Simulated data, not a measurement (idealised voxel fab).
The process module presented herein is designated voxel gate over fins.
This is section cut - it's 275 nm across, gridded in 5 nm square cells.
Format of a cross-section: grid, square cells. Given as bands. Order: top down. Band: one or more rows of cells.
Heights first: top, then bottom, in nm. Then materials, left to right, each with a width in nm. "everywhere" on a single material: fills the band edge to edge. "air": empty space.
Height 0 is the level under which the wafer as received is all one material. The lowest band goes on downwards, as in "0 nm and below".
A width given as "30->40" starts at the first number in the band's top row and ends at the second number in its bottom row, shifting by an equal amount at every step from row to row.
"identical to before" -> step changed no cross-section cell.
Enclosed voids (no open way to top), threshold 8 cells or more, entry "Trapped void list", notation width x height at distance, distance from left edge, nm.
Heads up: the bit after the settings on a step's line is the simulator's remark on that step.
"overlay nm" denotes, for a step that has a mask, the displacement of the mask to the right of its planned place, with negative values corresponding to the left.
**Set out below are the planned steps of the process**
1,RECEIVE with material Si
2,CONFORMAL_DEP with material SiN, thk nm 10
3,MASKED_ETCH with tone cover, mask id FINS, width nm 15, pitch nm 40, etch materials SiN, depth nm 10, overlay nm 0
4,MASKED_ETCH with tone cover, mask id FINS, width nm 15, pitch nm 40, etch materials Si, depth nm 30, overlay nm 0
5,OXIDIZE with depth nm 5
6,FILL_DEP with material SiO2, thk nm 10
7,CMP with height nm 10
8,SELECTIVE_ETCH with etch materials SiO2, depth nm 25
9,STRIP with etch materials SiN
10,CONFORMAL_DEP with material HfO2, thk nm 5
11,CONFORMAL_DEP with material TiN, thk nm 5
12,FILL_DEP with material W, thk nm 10
13,CMP with height nm 15
14,CONFORMAL_DEP with material SiCN, thk nm 10
**Concerning the first of two wafers, which was run in accordance with the plan**
**Received-state cross-section, reflecting completion of step 1**
* 0 nm and below = Si everywhere
* Trapped void list: none
**Take a look at the wafer's cross-section after step 2**
* 10 nm to 0 nm = SiN everywhere
* Everything under 0 stays put, no change at all.
**Take a look at the wafer's cross-section after step 3**
* 10 nm to 0 nm = air: 110 / SiN: 15 / air: 25 / SiN: 15 / air: 110
* Everything under 0 stays put, no change at all.
**Take a look at the wafer's cross-section after step 4**
* 10 nm to 0 nm = air: 110 / SiN: 15 / air: 25 / SiN: 15 / air: 110
* 0 nm to -30 nm = air: 110 / Si: 15 / air: 25 / Si: 15 / air: 110
* Everything under -30 stays put, no change at all.
**Take a look at the wafer's cross-section after step 5**
* 10 nm to 0 nm = air: 110 / SiN: 15 / air: 25 / SiN: 15 / air: 110
* 0 nm to -30 nm = air: 110 / SiO2: 5 / Si: 5 / SiO2: 5 / air: 25 / SiO2: 5 / Si: 5 / SiO2: 5 / air: 110
* -30 nm to -35 nm = SiO2: 115 / Si: 5 / SiO2: 35 / Si: 5 / SiO2: 115
* Everything under -35 stays put, no change at all.
**Take a look at the wafer's cross-section after step 6**
* 20 nm to 10 nm = SiO2 everywhere
* 10 nm to 0 nm = SiO2: 110 / SiN: 15 / SiO2: 25 / SiN: 15 / SiO2: 110
* 0 nm to -35 nm = SiO2: 115 / Si: 5 / SiO2: 35 / Si: 5 / SiO2: 115
* Everything under -35 stays put, no change at all.
**Take a look at the wafer's cross-section after step 7**
* 10 nm to 0 nm = SiO2: 110 / SiN: 15 / SiO2: 25 / SiN: 15 / SiO2: 110
* Everything under 0 stays put, no change at all.
**Take a look at the wafer's cross-section after step 8**
* 10 nm to 0 nm = air: 110 / SiN: 15 / air: 25 / SiN: 15 / air: 110
* 0 nm to -15 nm = air: 115 / Si: 5 / air: 35 / Si: 5 / air: 115
* Everything under -15 stays put, no change at all.
**Take a look at the wafer's cross-section after step 9**
* 0 nm to -15 nm = air: 115 / Si: 5 / air: 35 / Si: 5 / air: 115
* Everything under -15 stays put, no change at all.
**Take a look at the wafer's cross-section after step 10**
* 5 nm to 0 nm = air: 110 / HfO2: 15 / air: 25 / HfO2: 15 / air: 110
* 0 nm to -10 nm = air: 110 / HfO2: 5 / Si: 5 / HfO2: 5 / air: 25 / HfO2: 5 / Si: 5 / HfO2: 5 / air: 110
* -10 nm to -15 nm = HfO2: 115 / Si: 5 / HfO2: 35 / Si: 5 / HfO2: 115
* Everything under -15 stays put, no change at all.
**Take a look at the wafer's cross-section after step 11**
* 10 nm to 5 nm = air: 105 / TiN: 25 / air: 15 / TiN: 25 / air: 105
* 5 nm to 0 nm = air: 105 / TiN: 5 / HfO2: 15 / TiN: 5 / air: 15 / TiN: 5 / HfO2: 15 / TiN: 5 / air: 105
* 0 nm to -5 nm = air: 105 / TiN: 5 / HfO2: 5 / Si: 5 / HfO2: 5 / TiN: 5 / air: 15 / TiN: 5 / HfO2: 5 / Si: 5 / HfO2: 5 / TiN: 5 / air: 105
* -5 nm to -10 nm = TiN: 110 / HfO2: 5 / Si: 5 / HfO2: 5 / TiN: 25 / HfO2: 5 / Si: 5 / HfO2: 5 / TiN: 110
* Everything under -10 stays put, no change at all.
**Take a look at the wafer's cross-section after step 12**
* 20 nm to 10 nm = W everywhere
* 10 nm to 5 nm = W: 105 / TiN: 25 / W: 15 / TiN: 25 / W: 105
* 5 nm to 0 nm = W: 105 / TiN: 5 / HfO2: 15 / TiN: 5 / W: 15 / TiN: 5 / HfO2: 15 / TiN: 5 / W: 105
* 0 nm to -5 nm = W: 105 / TiN: 5 / HfO2: 5 / Si: 5 / HfO2: 5 / TiN: 5 / W: 15 / TiN: 5 / HfO2: 5 / Si: 5 / HfO2: 5 / TiN: 5 / W: 105
* Everything under -5 stays put, no change at all.
**Take a look at the wafer's cross-section after step 13**
* 15 nm to 10 nm = W everywhere
* Everything under 10 stays put, no change at all.
**Take a look at the wafer's cross-section after step 14**
* 25 nm to 15 nm = SiCN everywhere
* Everything under 15 stays put, no change at all.
**Second wafer. Start and plan as for the first. One mistake made in running. Agrees with the first up to and including step 7**
**Here is the second wafer in cross-section at the point where step 8 of the plan should have been done**
* 10 nm to 0 nm = air: 110 / SiN: 15 / air: 25 / SiN: 15 / air: 110
* 0 nm to -35 nm = air: 115 / Si: 5 / air: 35 / Si: 5 / air: 115
* Everything under -35 stays put, no change at all.
**Here is the second wafer in cross-section at the point where step 9 of the plan should have been done**
* 0 nm to -35 nm = air: 115 / Si: 5 / air: 35 / Si: 5 / air: 115
* Everything under -35 stays put, no change at all.
**Here is the second wafer in cross-section at the point where step 10 of the plan should have been done**
* 5 nm to 0 nm = air: 110 / HfO2: 15 / air: 25 / HfO2: 15 / air: 110
* 0 nm to -30 nm = air: 110 / HfO2: 5 / Si: 5 / HfO2: 5 / air: 25 / HfO2: 5 / Si: 5 / HfO2: 5 / air: 110
* -30 nm to -35 nm = HfO2: 115 / Si: 5 / HfO2: 35 / Si: 5 / HfO2: 115
* Everything under -35 stays put, no change at all.
**Here is the second wafer in cross-section at the point where step 11 of the plan should have been done**
* 10 nm to 5 nm = air: 105 / TiN: 25 / air: 15 / TiN: 25 / air: 105
* 5 nm to 0 nm = air: 105 / TiN: 5 / HfO2: 15 / TiN: 5 / air: 15 / TiN: 5 / HfO2: 15 / TiN: 5 / air: 105
* 0 nm to -25 nm = air: 105 / TiN: 5 / HfO2: 5 / Si: 5 / HfO2: 5 / TiN: 5 / air: 15 / TiN: 5 / HfO2: 5 / Si: 5 / HfO2: 5 / TiN: 5 / air: 105
* -25 nm to -30 nm = TiN: 110 / HfO2: 5 / Si: 5 / HfO2: 5 / TiN: 25 / HfO2: 5 / Si: 5 / HfO2: 5 / TiN: 110
* Everything under -30 stays put, no change at all.
**Here is the second wafer in cross-section at the point where step 12 of the plan should have been done**
* 20 nm to 10 nm = W everywhere
* 10 nm to 5 nm = W: 105 / TiN: 25 / W: 15 / TiN: 25 / W: 105
* 5 nm to 0 nm = W: 105 / TiN: 5 / HfO2: 15 / TiN: 5 / W: 15 / TiN: 5 / HfO2: 15 / TiN: 5 / W: 105
* 0 nm to -25 nm = W: 105 / TiN: 5 / HfO2: 5 / Si: 5 / HfO2: 5 / TiN: 5 / W: 15 / TiN: 5 / HfO2: 5 / Si: 5 / HfO2: 5 / TiN: 5 / W: 105
* Everything under -25 stays put, no change at all.
**Here is the second wafer in cross-section at the point where step 13 of the plan should have been done**
* 15 nm to 10 nm = W everywhere
* Everything under 10 stays put, no change at all.
**Here is the second wafer in cross-section at the point where step 14 of the plan should have been done**
* 25 nm to 15 nm = SiCN everywhere
* Everything under 15 stays put, no change at all.
Plan not followed: step 8 of the plan was performed twice
Wrapping up, a cell-based count of both wafers puts the second over or under the first for these materials: HfO2: 16 more | SiO2: 212 fewer | TiN: 16 more | W: 180 more
